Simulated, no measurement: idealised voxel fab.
The following is a process module called voxel fin reveal.
This is section cut - it's 250 nm across, gridded in 5 nm square cells.
Cross-section, as written here: a square-cell grid given band by band from the top down, where a band holds one or more rows of cells. Each band's line starts with the height of the band's top and of its bottom, in nm. Then come its materials from left to right, each with its width in nm. One material with "full width" fills the band from edge to edge. "air" is empty space. Heights are measured from 0, the level below which the as-received wafer is all one material; the lowest band has no bottom and continues downward, written as in "0..down". The expression "30..40" gives the width at the extremes of the band, the first number at its top row of cells and the second at its bottom row, with the width changing by equal amounts from each row to the next in between. The designation "nothing different", where it is given for a processing step, indicates that no cell of the cross-section was altered in the course of that step. The label "Closed void register" introduces a list of the empty spaces, 8 cells or larger, that have no open way up to the top; each entry in it reads width x height at distance, where the distance is taken from the left edge and all three are stated in nm. The remark found on a step's line after its settings is issued by the simulator itself and pertains to that step. The optional step-line setting "overlay nm" applies to steps with a mask and quantifies how far to the right of its planned location the mask lay, a negative value indicating leftward placement.

The steps planned for the process are as follows:
- 1: RECEIVE,material Si
- 2: CONFORMAL_DEP,material SiN,thk nm 10
- 3: DIRECTIONAL_DEP,material aC,thk nm 15
- 4: PATTERN,tone cover,mask id FINS,material resist,width nm 15,pitch nm 40,thk nm 35,overlay nm 0
- 5: DIRECTIONAL_ETCH,etch materials aC,depth nm 15
- 6: STRIP,etch materials resist
- 7: DIRECTIONAL_ETCH,etch materials SiN,depth nm 10
- 8: DIRECTIONAL_ETCH,etch materials Si,depth nm 30
- 9: STRIP,etch materials aC
- 10: OXIDIZE,depth nm 5
- 11: FILL_DEP,material SiO2,thk nm 5
- 12: CMP,height nm 10
- 13: SELECTIVE_ETCH,etch materials SiO2,depth nm 30
- 14: STRIP,etch materials SiN
- 15: CONFORMAL_DEP,material SiO2,thk nm 5

Incoming wafer in cross-section (state: after step 1):
  0..down | Si full width
  Closed void register: none

Sectioned view, first of two wafers, at the close of the module, processed as intended in the plan:
  5..0 | 75 air; 15 SiO2; 25 air; 15 SiO2; 25 air; 15 SiO2; 80 air
  0..-15 | 75 air; 5 SiO2; 5 Si; 5 SiO2; 25 air; 5 SiO2; 5 Si; 5 SiO2; 25 air; 5 SiO2; 5 Si; 5 SiO2; 80 air
  -15..-35 | 80 SiO2; 5 Si; 35 SiO2; 5 Si; 35 SiO2; 5 Si; 85 SiO2
  -35..down | Si full width
  Closed void register: none

Cross-sectional view: second of two wafers, end of module; start and plan identical to the first, one mistake in running:
  15..10 | 70 air; 25 SiO2; 15 air; 25 SiO2; 15 air; 25 SiO2; 75 air
  10..0 | 70 air; 5 SiO2; 15 SiN; 5 SiO2; 15 air; 5 SiO2; 15 SiN; 5 SiO2; 15 air; 5 SiO2; 15 SiN; 5 SiO2; 75 air
  0..-5 | 70 air; 10 SiO2; 5 Si; 10 SiO2; 15 air; 10 SiO2; 5 Si; 10 SiO2; 15 air; 10 SiO2; 5 Si; 10 SiO2; 75 air
  -5..-30 | 75 air; 5 SiO2; 5 Si; 5 SiO2; 25 air; 5 SiO2; 5 Si; 5 SiO2; 25 air; 5 SiO2; 5 Si; 5 SiO2; 80 air
  -30..-35 | 80 SiO2; 5 Si; 35 SiO2; 5 Si; 35 SiO2; 5 Si; 85 SiO2
  -35..down | Si full width
  Closed void register: none
Want to know what went wrong? step 14 off recipe, ran as STRIP,etch materials SiO2
It is noted that, at the conclusion of processing, the second wafer exhibits a higher or lower cell count for certain materials relative to the first: SiN +18; SiO2 -99
